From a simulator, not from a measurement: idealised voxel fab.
Documented hereafter: the process module known as voxel self aligned contacts.
It is cross-section cut that appears here, measuring 230 nm in width, its square cells being 5 nm in size.
Format of a cross-section: grid, square cells. Given as bands. Order: top down. Band: one or more rows of cells. What a band's entry tells you: where the top is and where the bottom is, as heights in nm, and after that what lies inside, material by material from left to right, each with its width in nm. Empty space is written as the word "blank", and a single material marked with the word "full width" occupies the band from edge to edge. Counting heights begins at 0, where everything beneath is, in the wafer as received, one material. The lowest band has no bottom; it goes on downwards, as "from 0 down" shows. With a width like "30..40", each row of cells in the band differs from the next by the same amount, the top row carrying the first number and the bottom row the second. Given "nothing was modified" for a step, no cell of the cross-section differs between before and after that step. The entry "Listed closed voids" lists the empty spaces that cover at least 8 cells and have no open path to the top. Each is written as width x height at distance, where the distance is measured from the left edge and all three values are in nm. On a step's line, text after the settings is the simulator commenting on that step. On any step carrying a mask, the "overlay nm" setting, if present on the step's line, tells how far right of its planned place the mask lay; negative values point to the left.

Process steps - plan:
| 1 | RECEIVE [material Si] |
| 2 | CONFORMAL_DEP [material SiO2] [thk nm 5] |
| 3 | DIRECTIONAL_DEP [material polySi] [thk nm 20] |
| 4 | DIRECTIONAL_DEP [material SiN] [thk nm 15] |
| 5 | DIRECTIONAL_DEP [material aC] [thk nm 15] |
| 6 | PATTERN [tone cover] [mask id GATE] [material resist] [width nm 30] [pitch nm 55] [thk nm 30] [overlay nm 0] |
| 7 | DIRECTIONAL_ETCH [etch materials aC] [depth nm 15] |
| 8 | STRIP [etch materials resist] |
| 9 | DIRECTIONAL_ETCH [etch materials SiN] [depth nm 15] |
| 10 | DIRECTIONAL_ETCH [etch materials polySi] [depth nm 20] |
| 11 | STRIP [etch materials aC] |
| 12 | CONFORMAL_DEP [material SiN] [thk nm 5] |
| 13 | DIRECTIONAL_ETCH [etch materials SiN] [depth nm 5] |
| 14 | FILL_DEP [material SiO2] [thk nm 15] |
| 15 | CMP [height nm 50] |
| 16 | DIRECTIONAL_DEP [material aC] [thk nm 15] |
| 17 | PATTERN [tone open] [mask id CONTACT] [material resist] [width nm 35] [pitch nm 55] [thk nm 35] [overlay nm 0] |
| 18 | DIRECTIONAL_ETCH [etch materials aC] [depth nm 15] |
| 19 | STRIP [etch materials resist] |
| 20 | DIRECTIONAL_ETCH [etch materials SiO2] [depth nm 50] |
| 21 | STRIP [etch materials aC] |
| 22 | CONFORMAL_DEP [material TiN] [thk nm 5] |
| 23 | FILL_DEP [material Ru] [thk nm 5] |
| 24 | CMP [height nm 50] |
| 25 | CONFORMAL_DEP [material SiCN] [thk nm 5] |

Incoming wafer in cross-section (state: after step 1):
- from 0 down: Si full width
- Listed closed voids: none

The module was run from the start shown above using the plan shown above, but one mistake was made doing it; the resulting wafer cross-section is below:
- from 55 to 50: SiCN full width
- from 50 to 45: SiO2: 40 | SiN: 40 | TiN: 5 | Ru: 5 | TiN: 5 | SiN: 40 | TiN: 5 | Ru: 5 | TiN: 5 | SiN: 40 | SiO2: 40
- from 45 to 40: SiO2: 40 | SiN: 40 | TiN: 15 | SiN: 40 | TiN: 15 | SiN: 40 | SiO2: 40
- from 40 to 25: SiN full width
- from 25 to 5: polySi full width
- from 5 to 0: SiO2 full width
- from 0 down: Si full width
- Listed closed voids: none
Processing error: execution of plan step 4 occurred twice
